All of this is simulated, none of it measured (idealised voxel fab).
Proc. module: voxel self aligned vias
Cross-section cut: width 225 nm, square cells of 5 nm.
Cross-section, as written here: a square-cell grid given band by band from the top down, where a band holds one or more rows of cells.
Read a band's entry like this: the first values are the height of its top and the height of its bottom in nm, and what follows is the sequence of materials from left to right, each with its width in nm. Note that "blank" is empty space, and that a single material marked "all across" reaches across the band from edge to edge.
Heights are measured from 0, the level below which the as-received wafer is all one material; the lowest band has no bottom and continues downward, written as in "z 0 and below".
A width such as "30->40" changes by the same amount from each row of cells to the next, from the band's top row to its bottom row.
Step marked "no modifications"? Then no cell in the cross-section changed in it.
Heads up: "Encapsulated voids" only lists the empty pockets with no open path to the top that are 8 cells or more, and it writes them as width x height at distance, distance from the left edge, in nm.
The remark found on a step's line after its settings is issued by the simulator itself and pertains to that step.
Steps that use a mask can have "overlay nm" on their line. It says how far the mask sat to the right of where it was meant to be. Negative means to the left.
PLAN
1: op RECEIVE | material Si
2: op CONFORMAL_DEP | material SiO2 | thk nm 15
3: op CONFORMAL_DEP | material SiCN | thk nm 5
4: op DIRECTIONAL_DEP | material SiO2 | thk nm 20
5: op DIRECTIONAL_DEP | material aC | thk nm 15
6: op PATTERN | tone open | mask id LINES | material resist | width nm 20 | pitch nm 50 | thk nm 35 | overlay nm 0
7: op DIRECTIONAL_ETCH | etch materials aC | depth nm 15
8: op STRIP | etch materials resist
9: op DIRECTIONAL_ETCH | etch materials SiO2 | depth nm 20
10: op STRIP | etch materials aC
11: op CONFORMAL_DEP | material TiN | thk nm 5
12: op FILL_DEP | material W | thk nm 5
13: op CMP | height nm 40
14: op SELECTIVE_ETCH | etch materials W Ru TiN | depth nm 5
15: op FILL_DEP | material SiN | thk nm 5
16: op CMP | height nm 40
17: op DIRECTIONAL_DEP | material SiO2 | thk nm 15
18: op DIRECTIONAL_DEP | material aC | thk nm 15
19: op PATTERN | tone open | mask id VIAS | material resist | width nm 30 | pitch nm 50 | thk nm 30 | overlay nm 0
20: op DIRECTIONAL_ETCH | etch materials aC | depth nm 15
21: op STRIP | etch materials resist
22: op DIRECTIONAL_ETCH | etch materials SiO2 | depth nm 15
23: op DIRECTIONAL_ETCH | etch materials SiN | depth nm 5
24: op STRIP | etch materials aC
25: op CONFORMAL_DEP | material TiN | thk nm 5
26: op FILL_DEP | material Cu | thk nm 10
27: op CMP | height nm 55
28: op CONFORMAL_DEP | material SiCN | thk nm 5
THE FIRST OF TWO WAFERS, RUN AS PLANNED
CROSS-SECTION, INCOMING MATERIAL, AFTER STEP 1
> z 0 and below | Si all across
> Encapsulated voids: none
CROSS-SECTION: WAFER STATE AFTER STEP 2
> z 15 to 0 | SiO2 all across
> No changes below 0.
CROSS-SECTION: WAFER STATE AFTER STEP 3
> z 20 to 15 | SiCN all across
> No changes below 15.
CROSS-SECTION: WAFER STATE AFTER STEP 4
> z 40 to 20 | SiO2 all across
> No changes below 20.
CROSS-SECTION: WAFER STATE AFTER STEP 5
> z 55 to 40 | aC all across
> No changes below 40.
CROSS-SECTION: WAFER STATE AFTER STEP 6
> z 90 to 55 | 75 of resist | 20 of blank | 30 of resist | 20 of blank | 80 of resist
> No changes below 55.
CROSS-SECTION: WAFER STATE AFTER STEP 7
> z 75 to 55 | 75 of resist | 20 of blank | 30 of resist | 20 of blank | 80 of resist
> z 55 to 40 | 75 of aC | 20 of blank | 30 of aC | 20 of blank | 80 of aC
> No changes below 40.
CROSS-SECTION: WAFER STATE AFTER STEP 8
> z 55 to 40 | 75 of aC | 20 of blank | 30 of aC | 20 of blank | 80 of aC
> No changes below 40.
CROSS-SECTION: WAFER STATE AFTER STEP 9
> z 55 to 40 | 75 of aC | 20 of blank | 30 of aC | 20 of blank | 80 of aC
> z 40 to 20 | 75 of SiO2 | 20 of blank | 30 of SiO2 | 20 of blank | 80 of SiO2
> No changes below 20.
CROSS-SECTION: WAFER STATE AFTER STEP 10
> z 40 to 20 | 75 of SiO2 | 20 of blank | 30 of SiO2 | 20 of blank | 80 of SiO2
> No changes below 20.
CROSS-SECTION: WAFER STATE AFTER STEP 11
> z 45 to 40 | 80 of TiN | 10 of blank | 40 of TiN | 10 of blank | 85 of TiN
> z 40 to 25 | 75 of SiO2 | 5 of TiN | 10 of blank | 5 of TiN | 30 of SiO2 | 5 of TiN | 10 of blank | 5 of TiN | 80 of SiO2
> z 25 to 20 | 75 of SiO2 | 20 of TiN | 30 of SiO2 | 20 of TiN | 80 of SiO2
> No changes below 20.
CROSS-SECTION: WAFER STATE AFTER STEP 12
> z 50 to 45 | W all across
> z 45 to 40 | 80 of TiN | 10 of W | 40 of TiN | 10 of W | 85 of TiN
> z 40 to 25 | 75 of SiO2 | 5 of TiN | 10 of W | 5 of TiN | 30 of SiO2 | 5 of TiN | 10 of W | 5 of TiN | 80 of SiO2
> No changes below 25.
CROSS-SECTION: WAFER STATE AFTER STEP 13
> z 40 to 25 | 75 of SiO2 | 5 of TiN | 10 of W | 5 of TiN | 30 of SiO2 | 5 of TiN | 10 of W | 5 of TiN | 80 of SiO2
> No changes below 25.
CROSS-SECTION: WAFER STATE AFTER STEP 14
> z 40 to 35 | 75 of SiO2 | 20 of blank | 30 of SiO2 | 20 of blank | 80 of SiO2
> No changes below 35.
CROSS-SECTION: WAFER STATE AFTER STEP 15
> z 45 to 40 | SiN all across
> z 40 to 35 | 75 of SiO2 | 20 of SiN | 30 of SiO2 | 20 of SiN | 80 of SiO2
> No changes below 35.
CROSS-SECTION: WAFER STATE AFTER STEP 16
> z 40 to 35 | 75 of SiO2 | 20 of SiN | 30 of SiO2 | 20 of SiN | 80 of SiO2
> No changes below 35.
CROSS-SECTION: WAFER STATE AFTER STEP 17
> z 55 to 40 | SiO2 all across
> No changes below 40.
CROSS-SECTION: WAFER STATE AFTER STEP 18
> z 70 to 55 | aC all across
> No changes below 55.
CROSS-SECTION: WAFER STATE AFTER STEP 19
> z 100 to 70 | 70 of resist | 30 of blank | 20 of resist | 30 of blank | 75 of resist
> No changes below 70.
CROSS-SECTION: WAFER STATE AFTER STEP 20
> z 85 to 70 | 70 of resist | 30 of blank | 20 of resist | 30 of blank | 75 of resist
> z 70 to 55 | 70 of aC | 30 of blank | 20 of aC | 30 of blank | 75 of aC
> No changes below 55.
CROSS-SECTION: WAFER STATE AFTER STEP 21
> z 70 to 55 | 70 of aC | 30 of blank | 20 of aC | 30 of blank | 75 of aC
> No changes below 55.
CROSS-SECTION: WAFER STATE AFTER STEP 22
> z 70 to 55 | 70 of aC | 30 of blank | 20 of aC | 30 of blank | 75 of aC
> z 55 to 40 | 70 of SiO2 | 30 of blank | 20 of SiO2 | 30 of blank | 75 of SiO2
> No changes below 40.
CROSS-SECTION: WAFER STATE AFTER STEP 23
> z 70 to 55 | 70 of aC | 30 of blank | 20 of aC | 30 of blank | 75 of aC
> z 55 to 40 | 70 of SiO2 | 30 of blank | 20 of SiO2 | 30 of blank | 75 of SiO2
> z 40 to 35 | 75 of SiO2 | 20 of blank | 30 of SiO2 | 20 of blank | 80 of SiO2
> No changes below 35.
CROSS-SECTION: WAFER STATE AFTER STEP 24
> z 55 to 40 | 70 of SiO2 | 30 of blank | 20 of SiO2 | 30 of blank | 75 of SiO2
> No changes below 40.
CROSS-SECTION: WAFER STATE AFTER STEP 25
> z 60 to 55 | 75 of TiN | 20 of blank | 30 of TiN | 20 of blank | 80 of TiN
> z 55 to 45 | 70 of SiO2 | 5 of TiN | 20 of blank | 5 of TiN | 20 of SiO2 | 5 of TiN | 20 of blank | 5 of TiN | 75 of SiO2
> z 45 to 40 | 70 of SiO2 | 10 of TiN | 10 of blank | 10 of TiN | 20 of SiO2 | 10 of TiN | 10 of blank | 10 of TiN | 75 of SiO2
> z 40 to 35 | 75 of SiO2 | 20 of TiN | 30 of SiO2 | 20 of TiN | 80 of SiO2
> No changes below 35.
CROSS-SECTION: WAFER STATE AFTER STEP 26
> z 70 to 60 | Cu all across
> z 60 to 55 | 75 of TiN | 20 of Cu | 30 of TiN | 20 of Cu | 80 of TiN
> z 55 to 45 | 70 of SiO2 | 5 of TiN | 20 of Cu | 5 of TiN | 20 of SiO2 | 5 of TiN | 20 of Cu | 5 of TiN | 75 of SiO2
> z 45 to 40 | 70 of SiO2 | 10 of TiN | 10 of Cu | 10 of TiN | 20 of SiO2 | 10 of TiN | 10 of Cu | 10 of TiN | 75 of SiO2
> No changes below 40.
CROSS-SECTION: WAFER STATE AFTER STEP 27
> z 55 to 45 | 70 of SiO2 | 5 of TiN | 20 of Cu | 5 of TiN | 20 of SiO2 | 5 of TiN | 20 of Cu | 5 of TiN | 75 of SiO2
> No changes below 45.
CROSS-SECTION: WAFER STATE AFTER STEP 28
> z 60 to 55 | SiCN all across
> No changes below 55.
THE SECOND WAFER: COMMON ORIGIN AND PLAN, ONE MISTAKE IN EXECUTION, IDENTICAL TO THE FIRST THROUGH STEP 21
CROSS-SECTION OF THE SECOND WAFER AT THE TIME STEP 22 OF THE PLAN SHOULD HAVE ENDED
> z 70 to 55 | 70 of aC | 30 of blank | 20 of aC | 30 of blank | 75 of aC
> z 55 to 40 | 70 of SiO2 | 30 of blank | 20 of SiO2 | 30 of blank | 75 of SiO2
> z 40 to 35 | 70 of SiO2 | 5 of blank | 20 of SiN | 5 of blank | 20 of SiO2 | 5 of blank | 20 of SiN | 5 of blank | 75 of SiO2
> z 35 to 25 | 70 of SiO2 | 5 of blank | 5 of TiN | 10 of W | 5 of TiN | 5 of blank | 20 of SiO2 | 5 of blank | 5 of TiN | 10 of W | 5 of TiN | 5 of blank | 75 of SiO2
> No changes below 25.
CROSS-SECTION OF THE SECOND WAFER AT THE TIME STEP 23 OF THE PLAN SHOULD HAVE ENDED
> z 70 to 55 | 70 of aC | 30 of blank | 20 of aC | 30 of blank | 75 of aC
> z 55 to 35 | 70 of SiO2 | 30 of blank | 20 of SiO2 | 30 of blank | 75 of SiO2
> No changes below 35.
CROSS-SECTION OF THE SECOND WAFER AT THE TIME STEP 24 OF THE PLAN SHOULD HAVE ENDED
> z 55 to 35 | 70 of SiO2 | 30 of blank | 20 of SiO2 | 30 of blank | 75 of SiO2
> No changes below 35.
CROSS-SECTION OF THE SECOND WAFER AT THE TIME STEP 25 OF THE PLAN SHOULD HAVE ENDED
> z 60 to 55 | 75 of TiN | 20 of blank | 30 of TiN | 20 of blank | 80 of TiN
> z 55 to 40 | 70 of SiO2 | 5 of TiN | 20 of blank | 5 of TiN | 20 of SiO2 | 5 of TiN | 20 of blank | 5 of TiN | 75 of SiO2
> z 40 to 35 | 70 of SiO2 | 30 of TiN | 20 of SiO2 | 30 of TiN | 75 of SiO2
> z 35 to 25 | 70 of SiO2 | 10 of TiN | 10 of W | 10 of TiN | 20 of SiO2 | 10 of TiN | 10 of W | 10 of TiN | 75 of SiO2
> No changes below 25.
CROSS-SECTION OF THE SECOND WAFER AT THE TIME STEP 26 OF THE PLAN SHOULD HAVE ENDED
> z 70 to 60 | Cu all across
> z 60 to 55 | 75 of TiN | 20 of Cu | 30 of TiN | 20 of Cu | 80 of TiN
> z 55 to 40 | 70 of SiO2 | 5 of TiN | 20 of Cu | 5 of TiN | 20 of SiO2 | 5 of TiN | 20 of Cu | 5 of TiN | 75 of SiO2
> No changes below 40.
CROSS-SECTION OF THE SECOND WAFER AT THE TIME STEP 27 OF THE PLAN SHOULD HAVE ENDED
> z 55 to 40 | 70 of SiO2 | 5 of TiN | 20 of Cu | 5 of TiN | 20 of SiO2 | 5 of TiN | 20 of Cu | 5 of TiN | 75 of SiO2
> No changes below 40.
CROSS-SECTION OF THE SECOND WAFER AT THE TIME STEP 28 OF THE PLAN SHOULD HAVE ENDED
> z 60 to 55 | SiCN all across
> No changes below 55.
Which mistake was made when the wafer was run? step 22 of the plan was performed twice
Final wafer comparison in cells, second versus first, more or fewer per material: 4 more of Cu; 12 fewer of SiO2; 8 more of TiN
